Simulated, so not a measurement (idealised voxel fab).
The process module presented herein is designated voxel trench capacitor.
Cross-section cut spans 190 nm and uses square cells 5 nm in size.
We lay out every cross-section as a grid of square cells and spell it out in bands from the top down, where one band means one or more rows of cells.
Top height, bottom height, nm. Materials left to right, width each, nm. Single material + "everywhere" = fills band edge to edge. "blank" = empty.
It should be noted that heights are counted from 0, beneath which the wafer as supplied is of one material throughout, and that the lowest band possesses no lower boundary but continues downward, as written in "0 down".
So if you see something like "30 to 40" for the width, read it as the top row of the band sitting at the first number and the bottom row at the second, with every row in between moving by the same amount as the last.
The cross-section has no changed cell in any step marked "identical to before".
"Voids lacking openings": empty spaces of 8 cells or more with no open way to the top, each given as width x height at distance, distance from the left edge, all in nm.
Post-settings text on a step line: simulator's own remark regarding the step.
overlay nm: on a step with a mask, how far right of its planned place the mask lay; negative means left.
THE PLANNED PROCESS STEPS ARE ENUMERATED HEREUNDER
| 1 | RECEIVE [material Si] |
| 2 | CONFORMAL_DEP [material SiN] [thk nm 5] |
| 3 | DIRECTIONAL_DEP [material aC] [thk nm 15] |
| 4 | PATTERN [tone open] [mask id TRENCH] [material resist] [width nm 25] [pitch nm 40] [thk nm 35] [overlay nm 0] |
| 5 | DIRECTIONAL_ETCH [etch materials aC] [depth nm 15] |
| 6 | STRIP [etch materials resist] |
| 7 | DIRECTIONAL_ETCH [etch materials SiN] [depth nm 5] |
| 8 | DIRECTIONAL_ETCH [etch materials Si] [depth nm 30] |
| 9 | STRIP [etch materials aC] |
| 10 | CONFORMAL_DEP [material HfO2] [thk nm 5] |
| 11 | CONFORMAL_DEP [material TiN] [thk nm 5] |
| 12 | FILL_DEP [material W] [thk nm 10] |
| 13 | CMP [height nm 5] |
CROSS-SECTIONAL VIEW OF THE WAFER IN ITS AS-RECEIVED CONDITION, CORRESPONDING TO THE STATE AFTER STEP 1
> 0 down | Si everywhere
> Voids lacking openings: none
CROSS-SECTION, END OF MODULE. START: AS ABOVE. PLAN: AS ABOVE. EXECUTION: ONE MISTAKE
> 5 to 0 | 60 SiN / 10 TiN / 5 W / 10 TiN / 15 SiN / 10 TiN / 5 W / 10 TiN / 65 SiN
> 0 to -20 | 60 Si / 10 TiN / 5 W / 10 TiN / 15 Si / 10 TiN / 5 W / 10 TiN / 65 Si
> -20 to -30 | 60 Si / 25 TiN / 15 Si / 25 TiN / 65 Si
> -30 down | Si everywhere
> Voids lacking openings: none
What broke from the plan during processing? step 10 off recipe, ran as CONFORMAL_DEP [material TiN] [thk nm 5]
